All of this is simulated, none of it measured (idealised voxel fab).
process module | voxel capacitor over wiring
cross-section cut | 280 nm wide | cells 5 nm
A cross-section is a grid of square cells, given in bands from the top down. A band is one or more rows of cells.
Each band's line starts with the height of the band's top and of its bottom, in nm. Then come its materials from left to right, each with its width in nm. One material with "throughout" fills the band from edge to edge. "air" is empty space.
Height 0 is the level under which the wafer as received is all one material. The lowest band goes on downwards, as in "0 down".
A width such as "30 to 40" changes by the same amount from each row of cells to the next, from the band's top row to its bottom row.
"no change" after a step means that no cell of the cross-section changed.
closed voids: empty space of 8 cells or more with no open way to the top, each as width x height at its distance from the left edge, in nm
after a step's settings: what the simulator itself notes on the step
overlay nm, on a step with a mask: how far to the right of its planned place the mask lay; to the left if negative
plan
1 op RECEIVE | material Si
2 op CONFORMAL_DEP | material SiO2 | thk nm 15
3 op CONFORMAL_DEP | material SiN | thk nm 5
4 op DIRECTIONAL_DEP | material lowk | thk nm 20
5 op PATTERN | tone open | mask id METAL_1 | material resist | width nm 30 | pitch nm 80 | thk nm 15 | overlay nm 0
6 op DIRECTIONAL_ETCH | etch materials lowk | depth nm 20
7 op DIRECTIONAL_ETCH | etch materials SiN | depth nm 5
8 op STRIP | etch materials resist
9 op CONFORMAL_DEP | material TiN | thk nm 5
10 op FILL_DEP | material W | thk nm 5
11 op CMP | height nm 40
12 op CONFORMAL_DEP | material SiCN | thk nm 5
13 op DIRECTIONAL_DEP | material SiO2 | thk nm 10
14 op DIRECTIONAL_DEP | material aC | thk nm 10
15 op PATTERN | tone open | mask id PLUG_1 | material resist | width nm 15 | thk nm 30 | overlay nm 0
16 op DIRECTIONAL_ETCH | etch materials aC | depth nm 10
17 op STRIP | etch materials resist
18 op DIRECTIONAL_ETCH | etch materials SiO2 | depth nm 10
19 op DIRECTIONAL_ETCH | etch materials SiCN | depth nm 5
20 op STRIP | etch materials aC
21 op CONFORMAL_DEP | material TiN | thk nm 5
22 op FILL_DEP | material Ru | thk nm 5
23 op CMP | height nm 55
24 op DIRECTIONAL_DEP | material TiN | thk nm 10
25 op DIRECTIONAL_DEP | material Al2O3 | thk nm 5
26 op DIRECTIONAL_DEP | material TiN | thk nm 5
27 op MASKED_ETCH | tone cover | mask id UPPER_PLATE | width nm 55 | etch materials TiN | depth nm 5 | overlay nm 0
28 op MASKED_ETCH | tone cover | mask id UPPER_PLATE | width nm 55 | etch materials Al2O3 | depth nm 5 | overlay nm 0
29 op PATTERN | tone cover | mask id LOWER_PLATE | material resist | width nm 65 | thk nm 15 | overlay nm 0
30 op DIRECTIONAL_ETCH | etch materials TiN | depth nm 10
31 op STRIP | etch materials resist
32 op FILL_DEP | material SiO2 | thk nm 15
33 op CMP | height nm 85
34 op PATTERN | tone open | mask id PLUG_2 | material resist | width nm 15 | thk nm 15 | overlay nm 0
35 op DIRECTIONAL_ETCH | etch materials SiO2 | depth nm 10
36 op STRIP | etch materials resist
37 op CONFORMAL_DEP | material TiN | thk nm 5
38 op FILL_DEP | material Cu | thk nm 5
39 op CMP | height nm 85
40 op CONFORMAL_DEP | material SiCN | thk nm 5
first wafer, as planned
as received, after step 1
  0 down: Si throughout
  closed voids: none
after step 2
  15 to 0: SiO2 throughout
  below 0: unchanged
after step 3
  20 to 15: SiN throughout
  below 15: unchanged
after step 4
  40 to 20: lowk throughout
  below 20: unchanged
after step 5
  55 to 40: resist 85 | air 30 | resist 50 | air 30 | resist 85
  below 40: unchanged
after step 6
  55 to 40: resist 85 | air 30 | resist 50 | air 30 | resist 85
  40 to 20: lowk 85 | air 30 | lowk 50 | air 30 | lowk 85
  below 20: unchanged
after step 7
  55 to 40: resist 85 | air 30 | resist 50 | air 30 | resist 85
  40 to 20: lowk 85 | air 30 | lowk 50 | air 30 | lowk 85
  20 to 15: SiN 85 | air 30 | SiN 50 | air 30 | SiN 85
  below 15: unchanged
after step 8
  40 to 20: lowk 85 | air 30 | lowk 50 | air 30 | lowk 85
  below 20: unchanged
after step 9
  45 to 40: TiN 90 | air 20 | TiN 60 | air 20 | TiN 90
  40 to 20: lowk 85 | TiN 5 | air 20 | TiN 5 | lowk 50 | TiN 5 | air 20 | TiN 5 | lowk 85
  20 to 15: SiN 85 | TiN 30 | SiN 50 | TiN 30 | SiN 85
  below 15: unchanged
after step 10
  50 to 45: W throughout
  45 to 40: TiN 90 | W 20 | TiN 60 | W 20 | TiN 90
  40 to 20: lowk 85 | TiN 5 | W 20 | TiN 5 | lowk 50 | TiN 5 | W 20 | TiN 5 | lowk 85
  below 20: unchanged
after step 11
  40 to 20: lowk 85 | TiN 5 | W 20 | TiN 5 | lowk 50 | TiN 5 | W 20 | TiN 5 | lowk 85
  below 20: unchanged
after step 12
  45 to 40: SiCN throughout
  below 40: unchanged
after step 13
  55 to 45: SiO2 throughout
  below 45: unchanged
after step 14
  65 to 55: aC throughout
  below 55: unchanged
after step 15
  95 to 65: resist 100 | air 15 | resist 165
  below 65: unchanged
after step 16
  85 to 65: resist 100 | air 15 | resist 165
  65 to 55: aC 100 | air 15 | aC 165
  below 55: unchanged
after step 17
  65 to 55: aC 100 | air 15 | aC 165
  below 55: unchanged
after step 18
  65 to 55: aC 100 | air 15 | aC 165
  55 to 45: SiO2 100 | air 15 | SiO2 165
  below 45: unchanged
after step 19
  65 to 55: aC 100 | air 15 | aC 165
  55 to 45: SiO2 100 | air 15 | SiO2 165
  45 to 40: SiCN 100 | air 15 | SiCN 165
  below 40: unchanged
after step 20
  55 to 45: SiO2 100 | air 15 | SiO2 165
  below 45: unchanged
after step 21
  60 to 55: TiN 105 | air 5 | TiN 170
  55 to 45: SiO2 100 | TiN 5 | air 5 | TiN 5 | SiO2 165
  45 to 40: SiCN 100 | TiN 15 | SiCN 165
  below 40: unchanged
after step 22
  65 to 60: Ru throughout
  60 to 55: TiN 105 | Ru 5 | TiN 170
  55 to 45: SiO2 100 | TiN 5 | Ru 5 | TiN 5 | SiO2 165
  below 45: unchanged
after step 23
  55 to 45: SiO2 100 | TiN 5 | Ru 5 | TiN 5 | SiO2 165
  below 45: unchanged
after step 24
  65 to 55: TiN throughout
  below 55: unchanged
after step 25
  70 to 65: Al2O3 throughout
  below 65: unchanged
after step 26
  75 to 70: TiN throughout
  below 70: unchanged
after step 27
  75 to 70: air 100 | TiN 55 | air 125
  below 70: unchanged
after step 28
  75 to 70: air 100 | TiN 55 | air 125
  70 to 65: air 100 | Al2O3 55 | air 125
  below 65: unchanged
after step 29
  90 to 75: air 95 | resist 65 | air 120
  75 to 70: air 95 | resist 5 | TiN 55 | resist 5 | air 120
  70 to 65: air 95 | resist 5 | Al2O3 55 | resist 5 | air 120
  below 65: unchanged
after step 30
  90 to 75: air 95 | resist 65 | air 120
  75 to 70: air 95 | resist 5 | TiN 55 | resist 5 | air 120
  70 to 65: air 95 | resist 5 | Al2O3 55 | resist 5 | air 120
  65 to 55: air 95 | TiN 65 | air 120
  below 55: unchanged
after step 31
  75 to 70: air 100 | TiN 55 | air 125
  70 to 65: air 100 | Al2O3 55 | air 125
  below 65: unchanged
after step 32
  90 to 75: SiO2 throughout
  75 to 70: SiO2 100 | TiN 55 | SiO2 125
  70 to 65: SiO2 100 | Al2O3 55 | SiO2 125
  65 to 55: SiO2 95 | TiN 65 | SiO2 120
  below 55: unchanged
after step 33
  85 to 75: SiO2 throughout
  below 75: unchanged
after step 34
  100 to 85: resist 110 | air 15 | resist 155
  below 85: unchanged
after step 35
  100 to 85: resist 110 | air 15 | resist 155
  85 to 75: SiO2 110 | air 15 | SiO2 155
  below 75: unchanged
after step 36
  85 to 75: SiO2 110 | air 15 | SiO2 155
  below 75: unchanged
after step 37
  90 to 85: TiN 115 | air 5 | TiN 160
  85 to 80: SiO2 110 | TiN 5 | air 5 | TiN 5 | SiO2 155
  80 to 70: SiO2 110 to 100 | TiN 15 to 55 | SiO2 155 to 125
  below 70: unchanged
after step 38
  95 to 90: Cu throughout
  90 to 85: TiN 115 | Cu 5 | TiN 160
  85 to 80: SiO2 110 | TiN 5 | Cu 5 | TiN 5 | SiO2 155
  below 80: unchanged
after step 39
  85 to 80: SiO2 110 | TiN 5 | Cu 5 | TiN 5 | SiO2 155
  below 80: unchanged
after step 40
  90 to 85: SiCN throughout
  below 85: unchanged
second wafer: like start, like plan, one mistake. Through step 1 it matches the first wafer
when step 2 should have ended
  30 to 0: SiO2 throughout
  below 0: unchanged
when step 3 should have ended
  35 to 30: SiN throughout
  below 30: unchanged
when step 4 should have ended
  55 to 35: lowk throughout
  below 35: unchanged
when step 5 should have ended
  70 to 55: resist 85 | air 30 | resist 50 | air 30 | resist 85
  below 55: unchanged
when step 6 should have ended
  70 to 55: resist 85 | air 30 | resist 50 | air 30 | resist 85
  55 to 35: lowk 85 | air 30 | lowk 50 | air 30 | lowk 85
  below 35: unchanged
when step 7 should have ended
  70 to 55: resist 85 | air 30 | resist 50 | air 30 | resist 85
  55 to 35: lowk 85 | air 30 | lowk 50 | air 30 | lowk 85
  35 to 30: SiN 85 | air 30 | SiN 50 | air 30 | SiN 85
  below 30: unchanged
when step 8 should have ended
  55 to 35: lowk 85 | air 30 | lowk 50 | air 30 | lowk 85
  below 35: unchanged
when step 9 should have ended
  60 to 55: TiN 90 | air 20 | TiN 60 | air 20 | TiN 90
  55 to 35: lowk 85 | TiN 5 | air 20 | TiN 5 | lowk 50 | TiN 5 | air 20 | TiN 5 | lowk 85
  35 to 30: SiN 85 | TiN 30 | SiN 50 | TiN 30 | SiN 85
  below 30: unchanged
when step 10 should have ended
  65 to 60: W throughout
  60 to 55: TiN 90 | W 20 | TiN 60 | W 20 | TiN 90
  55 to 35: lowk 85 | TiN 5 | W 20 | TiN 5 | lowk 50 | TiN 5 | W 20 | TiN 5 | lowk 85
  below 35: unchanged
when step 11 should have ended
  40 to 35: lowk 85 | TiN 5 | W 20 | TiN 5 | lowk 50 | TiN 5 | W 20 | TiN 5 | lowk 85
  below 35: unchanged
when step 12 should have ended
  45 to 40: SiCN throughout
  below 40: unchanged
when step 13 should have ended
  55 to 45: SiO2 throughout
  below 45: unchanged
when step 14 should have ended
  65 to 55: aC throughout
  below 55: unchanged
when step 15 should have ended
  95 to 65: resist 100 | air 15 | resist 165
  below 65: unchanged
when step 16 should have ended
  85 to 65: resist 100 | air 15 | resist 165
  65 to 55: aC 100 | air 15 | aC 165
  below 55: unchanged
when step 17 should have ended
  65 to 55: aC 100 | air 15 | aC 165
  below 55: unchanged
when step 18 should have ended
  65 to 55: aC 100 | air 15 | aC 165
  55 to 45: SiO2 100 | air 15 | SiO2 165
  below 45: unchanged
when step 19 should have ended
  65 to 55: aC 100 | air 15 | aC 165
  55 to 45: SiO2 100 | air 15 | SiO2 165
  45 to 40: SiCN 100 | air 15 | SiCN 165
  below 40: unchanged
when step 20 should have ended
  55 to 45: SiO2 100 | air 15 | SiO2 165
  below 45: unchanged
when step 21 should have ended
  60 to 55: TiN 105 | air 5 | TiN 170
  55 to 45: SiO2 100 | TiN 5 | air 5 | TiN 5 | SiO2 165
  45 to 40: SiCN 100 | TiN 15 | SiCN 165
  below 40: unchanged
when step 22 should have ended
  65 to 60: Ru throughout
  60 to 55: TiN 105 | Ru 5 | TiN 170
  55 to 45: SiO2 100 | TiN 5 | Ru 5 | TiN 5 | SiO2 165
  below 45: unchanged
when step 23 should have ended
  55 to 45: SiO2 100 | TiN 5 | Ru 5 | TiN 5 | SiO2 165
  below 45: unchanged
when step 24 should have ended
  65 to 55: TiN throughout
  below 55: unchanged
when step 25 should have ended
  70 to 65: Al2O3 throughout
  below 65: unchanged
when step 26 should have ended
  75 to 70: TiN throughout
  below 70: unchanged
when step 27 should have ended
  75 to 70: air 100 | TiN 55 | air 125
  below 70: unchanged
when step 28 should have ended
  75 to 70: air 100 | TiN 55 | air 125
  70 to 65: air 100 | Al2O3 55 | air 125
  below 65: unchanged
when step 29 should have ended
  90 to 75: air 95 | resist 65 | air 120
  75 to 70: air 95 | resist 5 | TiN 55 | resist 5 | air 120
  70 to 65: air 95 | resist 5 | Al2O3 55 | resist 5 | air 120
  below 65: unchanged
when step 30 should have ended
  90 to 75: air 95 | resist 65 | air 120
  75 to 70: air 95 | resist 5 | TiN 55 | resist 5 | air 120
  70 to 65: air 95 | resist 5 | Al2O3 55 | resist 5 | air 120
  65 to 55: air 95 | TiN 65 | air 120
  below 55: unchanged
when step 31 should have ended
  75 to 70: air 100 | TiN 55 | air 125
  70 to 65: air 100 | Al2O3 55 | air 125
  below 65: unchanged
when step 32 should have ended
  90 to 75: SiO2 throughout
  75 to 70: SiO2 100 | TiN 55 | SiO2 125
  70 to 65: SiO2 100 | Al2O3 55 | SiO2 125
  65 to 55: SiO2 95 | TiN 65 | SiO2 120
  below 55: unchanged
when step 33 should have ended
  85 to 75: SiO2 throughout
  below 75: unchanged
when step 34 should have ended
  100 to 85: resist 110 | air 15 | resist 155
  below 85: unchanged
when step 35 should have ended
  100 to 85: resist 110 | air 15 | resist 155
  85 to 75: SiO2 110 | air 15 | SiO2 155
  below 75: unchanged
when step 36 should have ended
  85 to 75: SiO2 110 | air 15 | SiO2 155
  below 75: unchanged
when step 37 should have ended
  90 to 85: TiN 115 | air 5 | TiN 160
  85 to 80: SiO2 110 | TiN 5 | air 5 | TiN 5 | SiO2 155
  80 to 70: SiO2 110 to 100 | TiN 15 to 55 | SiO2 155 to 125
  below 70: unchanged
when step 38 should have ended
  95 to 90: Cu throughout
  90 to 85: TiN 115 | Cu 5 | TiN 160
  85 to 80: SiO2 110 | TiN 5 | Cu 5 | TiN 5 | SiO2 155
  below 80: unchanged
when step 39 should have ended
  85 to 80: SiO2 110 | TiN 5 | Cu 5 | TiN 5 | SiO2 155
  below 80: unchanged
when step 40 should have ended
  90 to 85: SiCN throughout
  below 85: unchanged
what went wrong: step 2 was run twice
at the end the second wafer has, in cells: 168 more of SiO2 | 12 fewer of TiN | 24 fewer of W | 132 fewer of lowk
